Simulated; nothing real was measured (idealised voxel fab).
The process module presented herein is designated voxel gate over fins.
Square cells of 5 nm make up the cross-section cut, whose width is 270 nm.
Notation: cross-section as square-cell grid; stated in bands, top first, going down; one or more cell rows per band.
Per band: top height and bottom height in nm, followed by the left-to-right materials and their widths in nm; "all across" marks a single material spanning edge to edge, "empty" marks empty space.
The reference from which all heights are counted is 0, the level beneath which the as-received wafer is entirely one material; the lowest band, having no lower bound, proceeds downward and is written after the example "from 0 down".
A two-number width, for instance "30 to 40", indicates that the width is equal to the first number in the top row of the band and to the second number in the bottom row, and that it changes by a constant amount per row of cells.
No cell of the cross-section changed in a step that is given as "no alteration".
"Enclosed internal cavities" means: voids of 8 cells or more that are shut off from the top with no open way through. Written width x height at distance, distance from the left edge, in nm.
Post-settings text on a step line: simulator's own remark regarding the step.
The "overlay nm" setting may appear on a step's line; for a step that uses a mask, it gives how far to the right of its planned position the mask lay, and a negative value indicates the left.
This section lists the process steps that were planned
1. RECEIVE: material Si
2. CONFORMAL_DEP: material SiN, thk nm 5
3. PATTERN: tone cover, mask id FINS, material resist, width nm 15, pitch nm 40, thk nm 15, overlay nm -15
4. DIRECTIONAL_ETCH: etch materials SiN, depth nm 5
5. DIRECTIONAL_ETCH: etch materials Si, depth nm 30
6. STRIP: etch materials resist
7. OXIDIZE: depth nm 5
8. FILL_DEP: material SiO2, thk nm 10
9. CMP: height nm 5
10. SELECTIVE_ETCH: etch materials SiO2, depth nm 15
11. STRIP: etch materials SiN
12. CONFORMAL_DEP: material HfO2, thk nm 5
13. CONFORMAL_DEP: material TiN, thk nm 5
14. FILL_DEP: material W, thk nm 10
15. CMP: height nm 15
16. CONFORMAL_DEP: material SiN, thk nm 5
Where the wafers of this document differ is in the overlay nm of step 3; they start out the same, and the plan states the value that applied to the first wafer.
Incoming state of the first of several wafers in cross-section: after step 1
- from 0 down: Si all across
- Enclosed internal cavities: none
Per wafer, end of module: cells gained (+) or lost (-) per material since receipt, then closed voids
overlay nm -15; +66 HfO2; -357 Si; +54 SiN; +255 SiO2; +66 TiN; +132 W; Enclosed internal cavities: none
overlay nm -10; +66 HfO2; -357 Si; +54 SiN; +255 SiO2; +66 TiN; +132 W; Enclosed internal cavities: none
overlay nm -5; +66 HfO2; -357 Si; +54 SiN; +255 SiO2; +66 TiN; +132 W; Enclosed internal cavities: none
overlay nm 0; +66 HfO2; -357 Si; +54 SiN; +255 SiO2; +66 TiN; +132 W; Enclosed internal cavities: none
overlay nm 5; +66 HfO2; -357 Si; +54 SiN; +255 SiO2; +66 TiN; +132 W; Enclosed internal cavities: none
overlay nm 10; +66 HfO2; -357 Si; +54 SiN; +255 SiO2; +66 TiN; +132 W; Enclosed internal cavities: none
overlay nm 15; +66 HfO2; -357 Si; +54 SiN; +255 SiO2; +66 TiN; +132 W; Enclosed internal cavities: none
